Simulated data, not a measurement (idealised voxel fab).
Process module name: voxel plated lines
It is cross-section cut that appears here, measuring 225 nm in width, its square cells being 5 nm in size.
The cross-sections in this document take the form of a grid made of square cells. They are written out as bands, in order from top to bottom. Each band consists of one or more rows of cells. It is stipulated that each band's entry specify, in nanometres, the height of the top of the band and then that of its bottom, followed by the materials of the band in left-to-right sequence, each together with its width in nanometres. A single material marked by the word "all across" is understood to fill the band from edge to edge; the word "blank" is understood to denote empty space. We count height from 0. Below that, the starting wafer is all one material. The lowest band never ends at the bottom but goes on down; see "0 down" for how that is written. Width spec "30..40" -> top row of cells at first value, bottom row at second value, equal per-row change in between. Step note "identical to before" = no cross-section cell changed. Any empty space of 8 cells or more lacking an open way to the top shows up in "Closed void inventory" as width x height at distance, distance from the left edge, in nm. What comes after the settings on a step's line is commentary from the simulator itself on that step. Regarding "overlay nm": on a step with a mask, it is the distance the mask lay to the right of its planned place; a negative value places it to the left.
### List of planned process steps
1) RECEIVE (material Si)
2) CONFORMAL_DEP (material SiO2; thk nm 10)
3) DIRECTIONAL_DEP (material TiN; thk nm 5)
4) PATTERN (tone open; mask id LINES; material resist; width nm 15; pitch nm 35; thk nm 20; overlay nm 0)
5) EPI (material Ru; thk nm 5)
6) STRIP (etch materials resist)
7) DIRECTIONAL_ETCH (etch materials TiN; depth nm 5)
8) CONFORMAL_DEP (material SiO2; thk nm 10)
### So, the first of our two wafers, run just as we planned it
### Wafer at receipt (post step 1), cross-section
  0 down = Si all across
  Closed void inventory: none
### Sectional view: wafer, after step 2
  10 to 0 = SiO2 all across
  Rest of section, below 0: as before.
### Sectional view: wafer, after step 3
  15 to 10 = TiN all across
  Rest of section, below 10: as before.
### Sectional view: wafer, after step 4
  35 to 15 = resist=50; blank=15; resist=20; blank=15; resist=20; blank=15; resist=20; blank=15; resist=55
  Rest of section, below 15: as before.
### Sectional view: wafer, after step 5
  35 to 20 = resist=50; blank=15; resist=20; blank=15; resist=20; blank=15; resist=20; blank=15; resist=55
  20 to 15 = resist=50; Ru=15; resist=20; Ru=15; resist=20; Ru=15; resist=20; Ru=15; resist=55
  Rest of section, below 15: as before.
### Sectional view: wafer, after step 6
  20 to 15 = blank=50; Ru=15; blank=20; Ru=15; blank=20; Ru=15; blank=20; Ru=15; blank=55
  Rest of section, below 15: as before.
### Sectional view: wafer, after step 7
  20 to 15 = blank=50; Ru=15; blank=20; Ru=15; blank=20; Ru=15; blank=20; Ru=15; blank=55
  15 to 10 = blank=50; TiN=15; blank=20; TiN=15; blank=20; TiN=15; blank=20; TiN=15; blank=55
  Rest of section, below 10: as before.
### Sectional view: wafer, after step 8
  30 to 20 = blank=40; SiO2=140; blank=45
  20 to 15 = SiO2=50; Ru=15; SiO2=20; Ru=15; SiO2=20; Ru=15; SiO2=20; Ru=15; SiO2=55
  15 to 10 = SiO2=50; TiN=15; SiO2=20; TiN=15; SiO2=20; TiN=15; SiO2=20; TiN=15; SiO2=55
  Rest of section, below 10: as before.
### Regarding the second of the two wafers: it shared the first wafer's starting condition and process plan, yet one error occurred during its execution. Its history coincides with that of the first wafer up to and including step 3
### X-section, second wafer, when step 4 was due to finish
  35 to 15 = resist=50; blank=20; resist=15; blank=20; resist=15; blank=20; resist=15; blank=20; resist=50
  Rest of section, below 15: as before.
### X-section, second wafer, when step 5 was due to finish
  35 to 20 = resist=50; blank=20; resist=15; blank=20; resist=15; blank=20; resist=15; blank=20; resist=50
  20 to 15 = resist=50; Ru=20; resist=15; Ru=20; resist=15; Ru=20; resist=15; Ru=20; resist=50
  Rest of section, below 15: as before.
### X-section, second wafer, when step 6 was due to finish
  20 to 15 = blank=50; Ru=20; blank=15; Ru=20; blank=15; Ru=20; blank=15; Ru=20; blank=50
  Rest of section, below 15: as before.
### X-section, second wafer, when step 7 was due to finish
  20 to 15 = blank=50; Ru=20; blank=15; Ru=20; blank=15; Ru=20; blank=15; Ru=20; blank=50
  15 to 10 = blank=50; TiN=20; blank=15; TiN=20; blank=15; TiN=20; blank=15; TiN=20; blank=50
  Rest of section, below 10: as before.
### X-section, second wafer, when step 8 was due to finish
  30 to 20 = blank=40; SiO2=145; blank=40
  20 to 15 = SiO2=50; Ru=20; SiO2=15; Ru=20; SiO2=15; Ru=20; SiO2=15; Ru=20; SiO2=50
  15 to 10 = SiO2=50; TiN=20; SiO2=15; TiN=20; SiO2=15; TiN=20; SiO2=15; TiN=20; SiO2=50
  Rest of section, below 10: as before.
What went wrong in running the wafer? it should be noted that step 4 was executed with settings other than those planned, the operation and settings actually applied being PATTERN (tone open; mask id LINES; material resist; width nm 20; pitch nm 35; thk nm 20; overlay nm 0)
Per the end-of-run cell counts, the second wafer holds more or fewer of some materials than the first: +4 Ru | -6 SiO2 | +4 TiN
